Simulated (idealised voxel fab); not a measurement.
process module | voxel released beams
cross-section cut | 215 nm wide | cells 5 nm
A cross-section is a grid of square cells, given in bands from the top down. A band is one or more rows of cells.
Each band's line starts with the height of the band's top and of its bottom, in nm. Then come its materials from left to right, each with its width in nm. One material with "throughout" fills the band from edge to edge. "air" is empty space.
Height 0 is the level under which the wafer as received is all one material. The lowest band goes on downwards, as in "0 down".
A width such as "30 to 40" changes by the same amount from each row of cells to the next, from the band's top row to its bottom row.
"no change" after a step means that no cell of the cross-section changed.
closed voids: empty space of 8 cells or more with no open way to the top, each as width x height at its distance from the left edge, in nm
after a step's settings: what the simulator itself notes on the step
overlay nm, on a step with a mask: how far to the right of its planned place the mask lay; to the left if negative
plan
1 op RECEIVE | material Si
2 op CONFORMAL_DEP | material SiN | thk nm 5
3 op DIRECTIONAL_DEP | material SiO2 | thk nm 15
4 op DIRECTIONAL_DEP | material aC | thk nm 15
5 op PATTERN | tone open | mask id ANCHOR | material resist | width nm 30 | thk nm 35 | overlay nm 0
6 op DIRECTIONAL_ETCH | etch materials aC | depth nm 15
7 op STRIP | etch materials resist
8 op DIRECTIONAL_ETCH | etch materials SiO2 | depth nm 15
9 op STRIP | etch materials aC
10 op CONFORMAL_DEP | material TiN | thk nm 10
11 op DIRECTIONAL_DEP | material aC | thk nm 10
12 op PATTERN | tone cover | mask id BEAM | material resist | width nm 105 | thk nm 30 | overlay nm 0
13 op DIRECTIONAL_ETCH | etch materials aC | depth nm 10
14 op STRIP | etch materials resist
15 op DIRECTIONAL_ETCH | etch materials TiN | depth nm 10
16 op STRIP | etch materials aC
17 op STRIP | etch materials SiO2
as received, after step 1
  0 down: Si throughout
  closed voids: none
first wafer at the end, as planned
  30 to 20: air 50 | TiN 15 | air 10 | TiN 80 | air 60
  20 to 15: air 55 | TiN 10 | air 10 | TiN 10 | air 130
  15 to 5: air 55 | TiN 30 | air 130
  5 to 0: SiN throughout
  0 down: Si throughout
  closed voids: none
second wafer at the end: like start, like plan, one mistake
  30 to 20: air 50 | TiN 105 | air 60
  20 to 15: SiN throughout
  15 to 0: SiO2 throughout
  0 down: Si throughout
  closed voids: none
what went wrong: steps 2 and 3 were swapped
at the end the second wafer has, in cells: 129 more of SiO2 | 12 fewer of TiN
